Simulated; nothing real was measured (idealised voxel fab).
The following process module bears the name voxel self aligned contacts.
cross-section cut | 225 nm wide | cells 5 nm
Cross-section format: a grid of square cells, given as bands from top to bottom; each band is one or more rows of cells.
A band entry consists of two parts. The first gives the height of the band's top and the height of its bottom, in nm. The rest lists the band's materials from left to right, each with its width in nm. A single material labelled with the word "edge to edge" fills the band from edge to edge, and the word "air" marks empty space.
Height reference: 0 = level under which incoming wafer is all one material. Lowest band: no bottom, runs on downward, e.g. "0 -> down".
Graded width ("30->40"): value in top row of band = first number; value in bottom row = second number; row-to-row change constant.
Step marked "no change occurred"? Then no cell in the cross-section changed in it.
Listed in "Completely enclosed voids": every empty space of 8 or more cells without an open way to the top. Form: width x height at distance, the distance being from the left edge, all in nm.
Formally, on a step line, whatever follows the settings is a remark that the simulator itself makes on the step.
Regarding "overlay nm": on a step with a mask, it is the distance the mask lay to the right of its planned place; a negative value places it to the left.

The following list gives the planned process steps
1: RECEIVE [material Si]
2: OXIDIZE [depth nm 5]
3: DIRECTIONAL_DEP [material polySi] [thk nm 30]
4: DIRECTIONAL_DEP [material SiN] [thk nm 25]
5: MASKED_ETCH [tone cover] [mask id GATE] [width nm 30] [pitch nm 75] [etch materials SiN] [depth nm 25] [overlay nm 0]
6: MASKED_ETCH [tone cover] [mask id GATE] [width nm 30] [pitch nm 75] [etch materials polySi] [depth nm 30] [overlay nm 0]
7: CONFORMAL_DEP [material SiN] [thk nm 10]
8: DIRECTIONAL_ETCH [etch materials SiN] [depth nm 10]
9: FILL_DEP [material SiO2] [thk nm 10]
10: CMP [height nm 60]
11: PATTERN [tone open] [mask id CONTACT] [material resist] [width nm 55] [pitch nm 75] [thk nm 15] [overlay nm 0]
12: DIRECTIONAL_ETCH [etch materials SiO2] [depth nm 65]
13: STRIP [etch materials resist]
14: CONFORMAL_DEP [material TiN] [thk nm 5]
15: FILL_DEP [material Ru] [thk nm 5]
16: CMP [height nm 60]
17: CONFORMAL_DEP [material SiCN] [thk nm 5]

Wafer as received: cross-section following step 1
0 -> down  Si edge to edge
Completely enclosed voids: none

Sectioned view, first of two wafers, at the close of the module, processed as intended in the plan
65 -> 60  SiCN edge to edge
60 -> 55  SiO2 45 nm, TiN 20 nm, Ru 15 nm, TiN 20 nm, SiO2 20 nm, TiN 20 nm, Ru 15 nm, TiN 20 nm, SiO2 50 nm
55 -> 30  SiO2 10 nm, SiN 50 nm, TiN 5 nm, Ru 15 nm, TiN 5 nm, SiN 50 nm, TiN 5 nm, Ru 15 nm, TiN 5 nm, SiN 50 nm, SiO2 15 nm
30 -> 0  SiO2 10 nm, SiN 10 nm, polySi 30 nm, SiN 10 nm, TiN 5 nm, Ru 15 nm, TiN 5 nm, SiN 10 nm, polySi 30 nm, SiN 10 nm, TiN 5 nm, Ru 15 nm, TiN 5 nm, SiN 10 nm, polySi 30 nm, SiN 10 nm, SiO2 15 nm
0 -> -5  SiO2 60 nm, TiN 25 nm, SiO2 50 nm, TiN 25 nm, SiO2 65 nm
-5 -> down  Si edge to edge
Completely enclosed voids: none

Second of two wafers, module complete, sectioned: it shares the first wafer's start and plan but was run with one mistake
65 -> 60  SiCN edge to edge
60 -> 55  SiO2 45 nm, TiN 20 nm, Ru 15 nm, TiN 20 nm, SiO2 20 nm, TiN 20 nm, Ru 15 nm, TiN 20 nm, SiO2 50 nm
55 -> 30  SiO2 10 nm, SiN 50 nm, TiN 5 nm, Ru 15 nm, TiN 5 nm, SiN 50 nm, TiN 5 nm, Ru 15 nm, TiN 5 nm, SiN 50 nm, SiO2 15 nm
30 -> 5  SiO2 10 nm, SiN 10 nm, polySi 30 nm, SiN 10 nm, TiN 5 nm, Ru 15 nm, TiN 5 nm, SiN 10 nm, polySi 30 nm, SiN 10 nm, TiN 5 nm, Ru 15 nm, TiN 5 nm, SiN 10 nm, polySi 30 nm, SiN 10 nm, SiO2 15 nm
5 -> 0  SiO2 10 nm, SiN 10 nm, polySi 30 nm, SiN 10 nm, TiN 25 nm, SiN 10 nm, polySi 30 nm, SiN 10 nm, TiN 25 nm, SiN 10 nm, polySi 30 nm, SiN 10 nm, SiO2 15 nm
0 -> down  Si edge to edge
Completely enclosed voids: none
Finding, execution versus plan: execution of step 2 of the plan did not take place, the step having been omitted
Final comparison by cell count, materials where the second wafer has more or fewer than the first: 6 fewer of Ru, 45 more of Si, 35 fewer of SiO2, 4 fewer of TiN
